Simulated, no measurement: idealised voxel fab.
Process module, titled voxel ribs on slabs
cross-section cut | 235 nm wide | cells 5 nm
This document writes a cross-section as a grid whose cells are square, and gives it as bands, listed from the top down; one or more rows of cells form a band. What a band's entry tells you: where the top is and where the bottom is, as heights in nm, and after that what lies inside, material by material from left to right, each with its width in nm. Empty space is written as the word "air", and a single material marked with the word "full width" occupies the band from edge to edge. All heights in this document are referenced to 0, defined as the level beneath which the wafer, as received, consists entirely of one material. The lowest band is not bounded below; it extends indefinitely downward and is written in the form "0..down". Think of "30->40" as a width that walks from the first number to the second as you go down the band, top row to bottom row, taking equal-sized steps from row to row. For the purposes of this document, the phrase "identical to before" attached to a step denotes that no cell within the cross-section was modified by that step. In "Unvented cavities" the enclosed voids are listed, meaning empty spaces of 8 cells or larger without any opening to the top. The form is width x height at distance, distance from the left edge, units nm. Post-settings text on a step line: simulator's own remark regarding the step. When a step includes a mask, the "overlay nm" setting on its line states how far to the right of its planned place that mask lay, and negative values state how far to the left.
### Process steps (planned)
| 1 | RECEIVE,material Si |
| 2 | DIRECTIONAL_DEP,material SiO2,thk nm 30 |
| 3 | DIRECTIONAL_DEP,material SiN,thk nm 20 |
| 4 | PATTERN,tone cover,mask id RIB,material resist,width nm 20,thk nm 20,overlay nm 0 |
| 5 | DIRECTIONAL_ETCH,etch materials SiN,depth nm 10 |
| 6 | STRIP,etch materials resist |
| 7 | PATTERN,tone cover,mask id SLAB,material resist,width nm 50,thk nm 20,overlay nm 0 |
| 8 | DIRECTIONAL_ETCH,etch materials SiN,depth nm 10 |
| 9 | STRIP,etch materials resist |
| 10 | FILL_DEP,material SiO2,thk nm 15 |
| 11 | CMP,height nm 60 |
| 12 | DIRECTIONAL_DEP,material TiN,thk nm 10 |
| 13 | DIRECTIONAL_DEP,material aC,thk nm 10 |
| 14 | PATTERN,tone cover,mask id HEATER,material resist,width nm 30,thk nm 30,overlay nm 0 |
| 15 | DIRECTIONAL_ETCH,etch materials aC,depth nm 10 |
| 16 | STRIP,etch materials resist |
| 17 | DIRECTIONAL_ETCH,etch materials TiN,depth nm 10 |
| 18 | STRIP,etch materials aC |
| 19 | CONFORMAL_DEP,material SiN,thk nm 5 |
### Received-state cross-section, reflecting completion of step 1
0..down: Si full width
Unvented cavities: none
### Sectioned view, first of two wafers, at the close of the module, processed as intended in the plan
75..70: air: 95 / SiN: 40 / air: 100
70..65: air: 95 / SiN: 5 / TiN: 30 / SiN: 5 / air: 100
65..60: SiN: 100 / TiN: 30 / SiN: 105
60..50: SiO2 full width
50..40: SiO2: 105 / SiN: 20 / SiO2: 110
40..30: SiO2: 90 / SiN: 50 / SiO2: 95
30..0: SiO2 full width
0..down: Si full width
Unvented cavities: none
### What the second wafer looks like in cross-section once the module is done. Its start and its plan matched the first wafer's exactly; what differed was one mistake in how it was run
75..60: SiN full width
60..50: SiO2 full width
50..40: SiO2: 105 / SiN: 20 / SiO2: 110
40..30: SiO2: 90 / SiN: 50 / SiO2: 95
30..0: SiO2 full width
0..down: Si full width
Unvented cavities: none
What was the processing mistake? step 12, actual vs plan mismatch, actual run DIRECTIONAL_DEP,material SiN,thk nm 10
Materials where the second wafer ends with more or fewer cells than the first: SiN: 90 more; TiN: 12 fewer
